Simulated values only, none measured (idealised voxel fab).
Process module in this document: voxel wiring stack
Xsec cut, 260 nm wide, square cell size 5 nm.
Throughout this document, each cross-section is represented as a grid of square cells and is presented as a sequence of bands enumerated from the top downward, where a band comprises one or more rows of cells. What a band's entry tells you: where the top is and where the bottom is, as heights in nm, and after that what lies inside, material by material from left to right, each with its width in nm. Empty space is written as the word "blank", and a single material marked with the word "full width" occupies the band from edge to edge. Heads up on the height convention: 0 is the point under which the incoming wafer is all one material, and the lowest band has no bottom, it just keeps going down, like "0..down". Quick explanation for "30->40": the width changes in equal steps down the rows of cells, from the first number in the band's top row to the second number in its bottom row. What does "no modification" mean for a step? It means no cell of the cross-section changed in that step. For the entry "Unvented cavities", the listed items are empty spaces with no open way to the top whose size is 8 cells or more; each item follows the pattern width x height at distance, where distance is from the left edge and all three are in nm. That trailing text on a step's line, after the settings, is the simulator's own remark on the step. "overlay nm" answers the question of how far to the right of plan the mask lay on a step that has a mask, and when it is negative the answer is to the left.

The following list gives the planned process steps
1) RECEIVE [material Si]
2) CONFORMAL_DEP [material SiO2] [thk nm 10]
3) DIRECTIONAL_DEP [material TiN] [thk nm 5]
4) DIRECTIONAL_DEP [material Ru] [thk nm 25]
5) MASKED_ETCH [tone cover] [mask id METAL_1] [width nm 25] [pitch nm 45] [etch materials Ru] [depth nm 25] [overlay nm 0]
6) MASKED_ETCH [tone cover] [mask id METAL_1] [width nm 25] [pitch nm 45] [etch materials TiN] [depth nm 5] [overlay nm 0]
7) FILL_DEP [material lowk] [thk nm 10]
8) CMP [height nm 40]
9) CONFORMAL_DEP [material SiCN] [thk nm 5]
10) DIRECTIONAL_DEP [material lowk] [thk nm 30]
11) PATTERN [tone open] [mask id METAL_2] [material resist] [width nm 25] [pitch nm 45] [thk nm 20] [overlay nm 0]
12) DIRECTIONAL_ETCH [etch materials lowk] [depth nm 20]
13) STRIP [etch materials resist]
14) PATTERN [tone open] [mask id METAL_2_HOLES] [material resist] [width nm 15] [pitch nm 45] [thk nm 15] [overlay nm 0]
15) DIRECTIONAL_ETCH [etch materials lowk] [depth nm 10]
16) DIRECTIONAL_ETCH [etch materials SiCN] [depth nm 5]
17) STRIP [etch materials resist]
18) CONFORMAL_DEP [material TiN] [thk nm 5]
19) FILL_DEP [material Ru] [thk nm 5]
20) CMP [height nm 75]
21) CONFORMAL_DEP [material SiCN] [thk nm 5]
22) DIRECTIONAL_DEP [material lowk] [thk nm 10]
23) DIRECTIONAL_DEP [material aC] [thk nm 10]
24) PATTERN [tone open] [mask id PLUG_2] [material resist] [width nm 15] [pitch nm 45] [thk nm 30] [overlay nm 0]
25) DIRECTIONAL_ETCH [etch materials aC] [depth nm 10]
26) STRIP [etch materials resist]
27) DIRECTIONAL_ETCH [etch materials lowk] [depth nm 10]
28) DIRECTIONAL_ETCH [etch materials SiCN] [depth nm 5]
29) STRIP [etch materials aC]
30) EPI [material Ru] [thk nm 10]
31) EPI [material Ru] [thk nm 5]
32) DIRECTIONAL_DEP [material TiN] [thk nm 5]
33) DIRECTIONAL_DEP [material W] [thk nm 25]
34) PATTERN [tone cover] [mask id METAL_3] [material resist] [width nm 25] [pitch nm 45] [thk nm 20] [overlay nm 0]
35) DIRECTIONAL_ETCH [etch materials W] [depth nm 25]
36) DIRECTIONAL_ETCH [etch materials TiN] [depth nm 5]
37) STRIP [etch materials resist]
38) FILL_DEP [material lowk] [thk nm 10]
39) CMP [height nm 120]
40) CONFORMAL_DEP [material SiN] [thk nm 5]

As received (post step 1): cross-section
	0..down | Si full width
	Unvented cavities: none

First of two wafers, end-of-module section, run followed plan
	125..120 | SiN full width
	120..95 | lowk=95 / W=25 / lowk=20 / W=25 / lowk=95
	95..90 | lowk=95 / TiN=25 / lowk=20 / TiN=25 / lowk=95
	90..80 | lowk=95 / Ru=15 / lowk=30 / Ru=15 / lowk=105
	80..75 | SiCN=95 / Ru=15 / SiCN=30 / Ru=15 / SiCN=105
	75..60 | lowk=95 / TiN=5 / Ru=15 / TiN=5 / lowk=20 / TiN=5 / Ru=15 / TiN=5 / lowk=95
	60..55 | lowk=95 / TiN=5 / Ru=5 / TiN=15 / lowk=20 / TiN=5 / Ru=5 / TiN=15 / lowk=95
	55..45 | lowk=95 / TiN=5 / Ru=5 / TiN=5 / lowk=30 / TiN=5 / Ru=5 / TiN=5 / lowk=105
	45..40 | SiCN=95 / TiN=15 / SiCN=30 / TiN=15 / SiCN=105
	40..15 | lowk=95 / Ru=25 / lowk=20 / Ru=25 / lowk=95
	15..10 | lowk=95 / TiN=25 / lowk=20 / TiN=25 / lowk=95
	10..0 | SiO2 full width
	0..down | Si full width
	Unvented cavities: none

Wafer two, end of module, cross-section. Same start, same plan as wafer one. One mistake in the run
	125..120 | SiN full width
	120..95 | lowk=95 / W=25 / lowk=20 / W=25 / lowk=95
	95..90 | lowk=95 / TiN=25 / lowk=20 / TiN=25 / lowk=95
	90..80 | lowk=95 / Ru=15 / lowk=30 / Ru=15 / lowk=105
	80..75 | SiCN=95 / Ru=15 / SiCN=30 / Ru=15 / SiCN=105
	75..65 | lowk=90 / TiN=5->10 / Ru=20->15 / TiN=5 / lowk=15 / TiN=5->10 / Ru=20->15 / TiN=5 / lowk=95
	65..60 | lowk=95 / TiN=5 / Ru=15 / TiN=5 / lowk=20 / TiN=5 / Ru=15 / TiN=5 / lowk=95
	60..55 | lowk=95 / TiN=25 / lowk=20 / TiN=25 / lowk=95
	55..45 | lowk=95 / TiN=10 / lowk=35 / TiN=10 / lowk=110
	45..40 | SiCN=95 / TiN=10 / SiCN=35 / TiN=10 / SiCN=110
	40..15 | lowk=95 / Ru=25 / lowk=20 / Ru=25 / lowk=95
	15..10 | lowk=95 / TiN=25 / lowk=20 / TiN=25 / lowk=95
	10..0 | SiO2 full width
	0..down | Si full width
	Unvented cavities: none
Error vs. plan: step 14 was not run as planned; what actually ran was PATTERN [tone open] [mask id METAL_2_HOLES] [material resist] [width nm 15] [pitch nm 45] [thk nm 15] [overlay nm -5]
Looking at both finished wafers in cells, the second ends up ahead of or behind the first on some materials: 4 fewer of Ru, 2 more of SiCN, 2 more of TiN
